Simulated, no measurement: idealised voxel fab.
process module | voxel tone inversion
cross-section cut | 270 nm wide | cells 5 nm
A cross-section is a grid of square cells, given in bands from the top down. A band is one or more rows of cells.
Each band's line starts with the height of the band's top and of its bottom, in nm. Then come its materials from left to right, each with its width in nm. One material with "throughout" fills the band from edge to edge. "air" is empty space.
Height 0 is the level under which the wafer as received is all one material. The lowest band goes on downwards, as in "0 down".
A width such as "30 to 40" changes by the same amount from each row of cells to the next, from the band's top row to its bottom row.
"no change" after a step means that no cell of the cross-section changed.
closed voids: empty space of 8 cells or more with no open way to the top, each as width x height at its distance from the left edge, in nm
after a step's settings: what the simulator itself notes on the step
overlay nm, on a step with a mask: how far to the right of its planned place the mask lay; to the left if negative
plan
1 op RECEIVE | material Si
2 op CONFORMAL_DEP | material SiCN | thk nm 5
3 op DIRECTIONAL_DEP | material aC | thk nm 15
4 op PATTERN | tone cover | mask id POSTS | material resist | width nm 25 | pitch nm 55 | thk nm 20 | overlay nm 0
5 op DIRECTIONAL_ETCH | etch materials aC | depth nm 15
6 op STRIP | etch materials resist
7 op FILL_DEP | material lowk | thk nm 5
8 op CMP | height nm 20
9 op STRIP | etch materials aC
as received, after step 1
  0 down: Si throughout
  closed voids: none
first wafer at the end, as planned
  20 to 5: lowk 65 | air 25 | lowk 30 | air 25 | lowk 30 | air 25 | lowk 70
  5 to 0: SiCN throughout
  0 down: Si throughout
  closed voids: none
second wafer at the end: like start, like plan, one mistake
  20 to 5: lowk 60 | air 25 | lowk 30 | air 25 | lowk 30 | air 25 | lowk 75
  5 to 0: SiCN throughout
  0 down: Si throughout
  closed voids: none
what went wrong: step 4 ran as: op PATTERN | tone cover | mask id POSTS | material resist | width nm 25 | pitch nm 55 | thk nm 20 | overlay nm -5
at the end the second wafer has, in cells: as many of each material as the first, in other places
